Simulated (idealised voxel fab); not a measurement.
The following is a process module called voxel gate over fins.
Cross-section cut: width 230 nm, square cells of 5 nm.
The cross-sections in this document take the form of a grid made of square cells. They are written out as bands, in order from top to bottom. Each band consists of one or more rows of cells. Quick guide to a band line: top height, bottom height (nm) up front; then every material left to right with its width in nm. Only one material and it's marked "throughout"? Then it fills the band edge to edge. And "air" just means empty space. Basically, 0 is our baseline, since under it the wafer straight out of the box is all one material. The bottom band has no lower end and keeps on going down, so it looks like "top 0, no bottom". With a width like "30..40", each row of cells in the band differs from the next by the same amount, the top row carrying the first number and the bottom row the second. Any step labelled "identical to before" changed none of the cells in the cross-section. Heads up: "Fully enclosed voids" only lists the empty pockets with no open path to the top that are 8 cells or more, and it writes them as width x height at distance, distance from the left edge, in nm. Post-settings text on a step line: simulator's own remark regarding the step. When a step includes a mask, the "overlay nm" setting on its line states how far to the right of its planned place that mask lay, and negative values state how far to the left.
Planned step list for the process:
1) RECEIVE,material Si
2) CONFORMAL_DEP,material SiN,thk nm 5
3) PATTERN,tone cover,mask id FINS,material resist,width nm 15,pitch nm 50,thk nm 20,overlay nm 0
4) DIRECTIONAL_ETCH,etch materials SiN,depth nm 5
5) DIRECTIONAL_ETCH,etch materials Si,depth nm 40
6) STRIP,etch materials resist
7) FILL_DEP,material SiO2,thk nm 15
8) CMP,height nm 5
9) PATTERN,tone open,mask id RAIL,material resist,width nm 15,thk nm 20,overlay nm 0
10) DIRECTIONAL_ETCH,etch materials SiO2,depth nm 40
11) STRIP,etch materials resist
12) CONFORMAL_DEP,material TiN,thk nm 5
13) FILL_DEP,material Ru,thk nm 5
14) CMP,height nm 5
15) SELECTIVE_ETCH,etch materials W Ru TiN,depth nm 15
16) FILL_DEP,material SiO2,thk nm 5
17) CMP,height nm 5
18) SELECTIVE_ETCH,etch materials SiO2,depth nm 15
19) STRIP,etch materials SiN
20) CONFORMAL_DEP,material HfO2,thk nm 5
21) CONFORMAL_DEP,material TiN,thk nm 5
22) FILL_DEP,material W,thk nm 10
23) CMP,height nm 15
24) CONFORMAL_DEP,material SiCN,thk nm 10
The wafers in this document start out alike and differ in the depth nm applied at step 15; the plan shows the value used for the first wafer.
Cross-section of the first incoming wafer of several, state after step 1:
> top 0, no bottom  Si throughout
> Fully enclosed voids: none
Cross-section, first of several wafers, end of module, after last step 24:
> top 25, bottom 15  SiCN throughout
> top 15, bottom 10  W throughout
> top 10, bottom 5  W: 45  TiN: 35  W: 15  TiN: 35  W: 15  TiN: 35  W: 50
> top 5, bottom 0  W: 45  TiN: 5  HfO2: 25  TiN: 5  W: 15  TiN: 5  HfO2: 25  TiN: 5  W: 15  TiN: 5  HfO2: 25  TiN: 5  W: 50
> top 0, bottom -5  TiN: 50  HfO2: 5  Si: 15  HfO2: 5  TiN: 25  HfO2: 5  Si: 15  HfO2: 5  TiN: 25  HfO2: 5  Si: 15  HfO2: 5  TiN: 55
> top -5, bottom -10  HfO2: 55  Si: 15  HfO2: 35  Si: 15  HfO2: 35  Si: 15  HfO2: 60
> top -10, bottom -30  SiO2: 55  Si: 15  SiO2: 10  TiN: 5  Ru: 5  TiN: 5  SiO2: 10  Si: 15  SiO2: 35  Si: 15  SiO2: 60
> top -30, bottom -35  SiO2: 55  Si: 15  SiO2: 10  TiN: 15  SiO2: 10  Si: 15  SiO2: 35  Si: 15  SiO2: 60
> top -35, bottom -40  SiO2: 55  Si: 15  SiO2: 35  Si: 15  SiO2: 35  Si: 15  SiO2: 60
> top -40, no bottom  Si throughout
> Fully enclosed voids: none
The module's end: a cross-section of the last wafer:
> top 25, bottom 15  SiCN throughout
> top 15, bottom 10  W throughout
> top 10, bottom 5  W: 45  TiN: 35  W: 15  TiN: 35  W: 15  TiN: 35  W: 50
> top 5, bottom 0  W: 45  TiN: 5  HfO2: 25  TiN: 5  W: 15  TiN: 5  HfO2: 25  TiN: 5  W: 15  TiN: 5  HfO2: 25  TiN: 5  W: 50
> top 0, bottom -5  TiN: 50  HfO2: 5  Si: 15  HfO2: 5  TiN: 25  HfO2: 5  Si: 15  HfO2: 5  TiN: 25  HfO2: 5  Si: 15  HfO2: 5  TiN: 55
> top -5, bottom -10  HfO2: 55  Si: 15  HfO2: 35  Si: 15  HfO2: 35  Si: 15  HfO2: 60
> top -10, bottom -40  SiO2: 55  Si: 15  SiO2: 35  Si: 15  SiO2: 35  Si: 15  SiO2: 60
> top -40, no bottom  Si throughout
> Fully enclosed voids: none
For your reference, the table is organized with a row per wafer; each row reflects the wafer at the end of the module, indicating for each material the cells gained (+) or lost (-) since receipt, and thereafter its closed voids:
depth nm 15, +58 HfO2, +4 Ru, -296 Si, +92 SiCN, +207 SiO2, +69 TiN, +96 W, Fully enclosed voids: none
depth nm 20, +58 HfO2, +3 Ru, -296 Si, +92 SiCN, +210 SiO2, +67 TiN, +96 W, Fully enclosed voids: none
depth nm 25, +58 HfO2, +2 Ru, -296 Si, +92 SiCN, +213 SiO2, +65 TiN, +96 W, Fully enclosed voids: none
depth nm 30, +58 HfO2, +1 Ru, -296 Si, +92 SiCN, +216 SiO2, +63 TiN, +96 W, Fully enclosed voids: none
depth nm 35, +58 HfO2, -296 Si, +92 SiCN, +219 SiO2, +61 TiN, +96 W, Fully enclosed voids: none
depth nm 40, +58 HfO2, -296 Si, +92 SiCN, +222 SiO2, +58 TiN, +96 W, Fully enclosed voids: none
